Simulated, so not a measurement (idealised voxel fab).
process module | voxel ribs on slabs
cross-section cut | 140 nm wide | cells 5 nm
A cross-section is a grid of square cells, given in bands from the top down. A band is one or more rows of cells.
Each band's line starts with the height of the band's top and of its bottom, in nm. Then come its materials from left to right, each with its width in nm. One material with "throughout" fills the band from edge to edge. "air" is empty space.
Height 0 is the level under which the wafer as received is all one material. The lowest band goes on downwards, as in "0 down".
A width such as "30 to 40" changes by the same amount from each row of cells to the next, from the band's top row to its bottom row.
"no change" after a step means that no cell of the cross-section changed.
closed voids: empty space of 8 cells or more with no open way to the top, each as width x height at its distance from the left edge, in nm
after a step's settings: what the simulator itself notes on the step
overlay nm, on a step with a mask: how far to the right of its planned place the mask lay; to the left if negative
plan
1 op RECEIVE | material Si
2 op DIRECTIONAL_DEP | material SiO2 | thk nm 20
3 op DIRECTIONAL_DEP | material SiN | thk nm 15
4 op DIRECTIONAL_DEP | material aC | thk nm 15
5 op PATTERN | tone cover | mask id RIB | material resist | width nm 25 | thk nm 35 | overlay nm 0
6 op DIRECTIONAL_ETCH | etch materials aC | depth nm 15
7 op STRIP | etch materials resist
8 op DIRECTIONAL_ETCH | etch materials SiN | depth nm 10
9 op STRIP | etch materials aC
10 op DIRECTIONAL_DEP | material aC | thk nm 10
11 op PATTERN | tone cover | mask id SLAB | material resist | width nm 75 | thk nm 30 | overlay nm 0
12 op DIRECTIONAL_ETCH | etch materials aC | depth nm 10
13 op STRIP | etch materials resist
14 op DIRECTIONAL_ETCH | etch materials SiN | depth nm 5
15 op STRIP | etch materials aC
16 op FILL_DEP | material SiO2 | thk nm 20
17 op CMP | height nm 50
18 op DIRECTIONAL_DEP | material W | thk nm 10
19 op MASKED_ETCH | tone cover | mask id HEATER | width nm 35 | etch materials W | depth nm 10 | overlay nm -15
20 op CONFORMAL_DEP | material SiO2 | thk nm 10
varied across the wafers: overlay nm of step 19. The plan shows the first wafer's value. All wafers start alike
first wafer as received, after step 1
  0 down: Si throughout
  closed voids: none
first wafer at the end, after step 20
  70 to 60: air 25 | SiO2 55 | air 60
  60 to 50: SiO2 35 | W 35 | SiO2 70
  50 to 35: SiO2 throughout
  35 to 25: SiO2 55 | SiN 25 | SiO2 60
  25 to 20: SiO2 30 | SiN 75 | SiO2 35
  20 to 0: SiO2 throughout
  0 down: Si throughout
  closed voids: none
last wafer at the end
  70 to 60: air 55 | SiO2 55 | air 30
  60 to 50: SiO2 65 | W 35 | SiO2 40
  50 to 35: SiO2 throughout
  35 to 25: SiO2 55 | SiN 25 | SiO2 60
  25 to 20: SiO2 30 | SiN 75 | SiO2 35
  20 to 0: SiO2 throughout
  0 down: Si throughout
  closed voids: none
each wafer at the end: cells of each material gained (+) or lost (-) since it was received, then its closed voids
overlay nm -15 | +25 SiN | +319 SiO2 | +14 W | closed voids: none
overlay nm -10 | +25 SiN | +319 SiO2 | +14 W | closed voids: none
overlay nm -5 | +25 SiN | +319 SiO2 | +14 W | closed voids: none
overlay nm 0 | +25 SiN | +319 SiO2 | +14 W | closed voids: none
overlay nm 5 | +25 SiN | +319 SiO2 | +14 W | closed voids: none
overlay nm 10 | +25 SiN | +319 SiO2 | +14 W | closed voids: none
overlay nm 15 | +25 SiN | +319 SiO2 | +14 W | closed voids: none
